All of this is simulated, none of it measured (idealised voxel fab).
Documented hereafter: the process module known as voxel transistor to metal.
We display cut, a cross-section 205 nm in width whose square cells are each 5 nm.
Each cross-section below is a grid of square cells, stated as bands in top-down order, with one or more rows of cells making up each band.
For a band, the entry starts with two heights in nm, that of the top and then that of the bottom, and carries on with the band's materials in order from left to right, each alongside its width in nm; the word "full width" beside a single material means it fills the band edge to edge, and "air" means empty space.
A quick word on heights: they are counted from 0, and under that level the wafer as it came to us is one material throughout. The lowest band is different from the rest in having no bottom; it simply continues downward, written as in "0..down".
Per-row width for "30 to 40": begins at first number (top row of band), ends at second number (bottom row), increment between rows held constant.
It should be understood that the words "no change", when stated for a given step, signify that the cross-section underwent no change in any of its cells during that step.
"Completely enclosed voids": sealed empty spaces, 8 cells or more, no open way to top, listed width x height at distance, with distance from the left edge and width, height and distance in nm.
after a step's settings: what the simulator itself notes on the step
"overlay nm" answers the question of how far to the right of plan the mask lay on a step that has a mask, and when it is negative the answer is to the left.
-- Here's what the planned process steps look like
1) RECEIVE (material Si)
2) OXIDIZE (depth nm 5)
3) CONFORMAL_DEP (material SiN; thk nm 15)
4) PATTERN (tone cover; mask id ACTIVE; material resist; width nm 100; thk nm 15; overlay nm 0)
5) DIRECTIONAL_ETCH (etch materials SiN; depth nm 15)
6) DIRECTIONAL_ETCH (etch materials SiO2; depth nm 5)
7) DIRECTIONAL_ETCH (etch materials Si; depth nm 30)
8) STRIP (etch materials resist)
9) OXIDIZE (depth nm 5)
10) FILL_DEP (material SiO2; thk nm 10)
11) CMP (height nm 15)
12) SELECTIVE_ETCH (etch materials SiO2; depth nm 5)
13) STRIP (etch materials SiN)
14) SELECTIVE_ETCH (etch materials SiO2; depth nm 5)
15) OXIDIZE (depth nm 5)
16) DIRECTIONAL_DEP (material polySi; thk nm 30)
17) DIRECTIONAL_DEP (material SiCN; thk nm 15)
18) MASKED_ETCH (tone cover; mask id GATE; width nm 20; etch materials SiCN; depth nm 25; overlay nm 0)
19) MASKED_ETCH (tone cover; mask id GATE; width nm 20; etch materials polySi; depth nm 40; overlay nm 0)
20) CONFORMAL_DEP (material SiN; thk nm 10)
21) DIRECTIONAL_ETCH (etch materials SiN; depth nm 10)
22) DIRECTIONAL_ETCH (etch materials SiO2; depth nm 5)
23) DIRECTIONAL_ETCH (etch materials Si; depth nm 10)
24) EPI (material SiGe; thk nm 15)
25) FILL_DEP (material SiO2; thk nm 10)
26) CMP (height nm 40)
27) DIRECTIONAL_DEP (material SiO2; thk nm 10)
28) PATTERN (tone open; mask id CONTACT; material resist; width nm 20; pitch nm 70; thk nm 15; overlay nm 0)
29) DIRECTIONAL_ETCH (etch materials SiO2; depth nm 55)
30) STRIP (etch materials resist)
31) CONFORMAL_DEP (material TiN; thk nm 5)
32) FILL_DEP (material W; thk nm 10)
33) CMP (height nm 50)
34) DIRECTIONAL_DEP (material TiN; thk nm 5)
35) DIRECTIONAL_DEP (material Ru; thk nm 25)
36) MASKED_ETCH (tone cover; mask id METAL_1; width nm 20; pitch nm 70; etch materials Ru; depth nm 25; overlay nm 0)
37) MASKED_ETCH (tone cover; mask id METAL_1; width nm 20; pitch nm 70; etch materials TiN; depth nm 5; overlay nm 0)
38) FILL_DEP (material SiO2; thk nm 5)
39) CMP (height nm 80)
40) CONFORMAL_DEP (material SiN; thk nm 5)
-- Cross-section: wafer on arrival = after step 1
	0..down | Si full width
	Completely enclosed voids: none
-- Cross-section taken at module completion on the first of two wafers; processed per the plan
	85..80 | SiN full width
	80..55 | SiO2 55; Ru 20; SiO2 50; Ru 20; SiO2 60
	55..50 | SiO2 55; TiN 20; SiO2 50; TiN 20; SiO2 60
	50..40 | SiO2 55; TiN 5; W 10; TiN 5; SiO2 50; TiN 5; W 10; TiN 5; SiO2 60
	40..25 | SiO2 55; TiN 5; W 10; TiN 5; SiO2 5; SiN 10; SiCN 20; SiN 10; SiO2 5; TiN 5; W 10; TiN 5; SiO2 60
	25..10 | SiO2 55; TiN 5; W 10; TiN 5; SiO2 5; SiN 10; polySi 20; SiN 10; SiO2 5; TiN 5; W 10; TiN 5; SiO2 60
	10..5 | SiO2 55; TiN 20; SiO2 5; SiN 10; polySi 20; SiN 10; SiO2 5; TiN 20; SiO2 60
	5..-5 | SiO2 45; SiN 10; TiN 10; SiGe 15; SiN 10; polySi 20; SiN 10; SiGe 15; TiN 10; SiN 10; SiO2 50
	-5..-10 | SiO2 55; SiGe 25; SiO2 40; SiGe 25; SiO2 60
	-10..-20 | SiO2 55; SiGe 25; Si 40; SiGe 25; SiO2 60
	-20..-40 | SiO2 55; Si 90; SiO2 60
	-40..down | Si full width
	Completely enclosed voids: none
-- End of module, second wafer, cross-section. Started like the first, planned like the first, run with one mistake
	85..80 | SiN full width
	80..55 | SiO2 55; Ru 20; SiO2 50; Ru 20; SiO2 60
	55..50 | SiO2 55; TiN 20; SiO2 50; TiN 20; SiO2 60
	50..40 | SiO2 55; TiN 5; W 10; TiN 5; SiO2 50; TiN 5; W 10; TiN 5; SiO2 60
	40..25 | SiO2 55; TiN 5; W 10; TiN 5; SiO2 5; SiN 10; SiCN 20; SiN 10; SiO2 5; TiN 5; W 10; TiN 5; SiO2 60
	25..20 | SiO2 55; TiN 20; SiO2 5; SiN 10; polySi 20; SiN 10; SiO2 5; TiN 20; SiO2 60
	20..5 | SiO2 50; SiGe 30; SiN 10; polySi 20; SiN 10; SiGe 30; SiO2 55
	5..-5 | SiO2 45; SiN 10; SiGe 25; SiN 10; polySi 20; SiN 10; SiGe 25; SiN 10; SiO2 50
	-5..-10 | SiO2 55; SiGe 25; SiO2 40; SiGe 25; SiO2 60
	-10..-20 | SiO2 55; SiGe 25; Si 40; SiGe 25; SiO2 60
	-20..-40 | SiO2 55; Si 90; SiO2 60
	-40..down | Si full width
	Completely enclosed voids: none
Where did the run depart from the plan? step 24, plan: ran twice
Wafer comparison, final, in cells, second relative to first, materials more or fewer: +44 SiGe | -12 SiO2 | -20 TiN | -12 W
